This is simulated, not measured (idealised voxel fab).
Documented hereafter: the process module known as voxel trench capacitor.
Each square cell in cross-section cut measures 5 nm, and the section as a whole is 175 nm wide.
Cross-sections here: square-cell grids, written as top-down lists of bands, a band being one or more rows of cells. Within each band entry, the heights of the top and of the bottom of the band appear first, in that order and in nm; the materials of the band then follow from left to right, each with its corresponding width in nm. The designation "edge to edge" on a single material indicates that it fills the band from edge to edge; the designation "empty" indicates empty space. Height is counted from the level 0, under which the received wafer is composed throughout of one material. The lowest of the bands is not closed at the bottom but continues downward, in the notation "0 down". Top row gets the first number, bottom row gets the second, and each row in between changes by the same step: that is how a band width like "30->40" works. Reading "no modifications" for a step: not a cell of the cross-section changed in it. "Trapped cavities" specifies each empty space that is not open to the top and that occupies no fewer than 8 cells, using the form width x height at distance, the distance measured from the left edge and all three quantities in nm. Past the settings on a step's line: simulator remark, on that step. overlay nm: for a step with a mask, the amount by which the mask lay right of where it was planned; a negative amount means left of it.
[Steps planned for the process]
1: RECEIVE (material Si)
2: CONFORMAL_DEP (material SiN; thk nm 10)
3: PATTERN (tone open; mask id TRENCH; material resist; width nm 25; pitch nm 45; thk nm 15; overlay nm 0)
4: DIRECTIONAL_ETCH (etch materials SiN; depth nm 10)
5: DIRECTIONAL_ETCH (etch materials Si; depth nm 40)
6: STRIP (etch materials resist)
7: CONFORMAL_DEP (material HfO2; thk nm 5)
8: CONFORMAL_DEP (material TiN; thk nm 5)
9: FILL_DEP (material W; thk nm 5)
10: CMP (height nm 0)
Quick note for whoever runs this: the wafers start identical, but the height nm at step 10 isn't the same across them. The plan just shows what the first wafer had.
[The first of several wafers in cross-section, exactly as it reached us after step 1]
> 0 down = Si edge to edge
> Trapped cavities: none
[Take any row and you have a wafer at the end of the module: how many cells of each material it has gained (+) or lost (-) since it was received, and then its closed voids]
height nm 0 | +38 HfO2 | -80 Si | +30 TiN | +12 W | Trapped cavities: none
height nm 5 | +42 HfO2 | -80 Si | +25 SiN | +34 TiN | +14 W | Trapped cavities: none
height nm 10 | +46 HfO2 | -80 Si | +50 SiN | +38 TiN | +16 W | Trapped cavities: none
height nm 15 | +75 HfO2 | -80 Si | +50 SiN | +42 TiN | +18 W | Trapped cavities: none
height nm 20 | +75 HfO2 | -80 Si | +50 SiN | +75 TiN | +20 W | Trapped cavities: none
height nm 25 | +75 HfO2 | -80 Si | +50 SiN | +75 TiN | +55 W | Trapped cavities: none
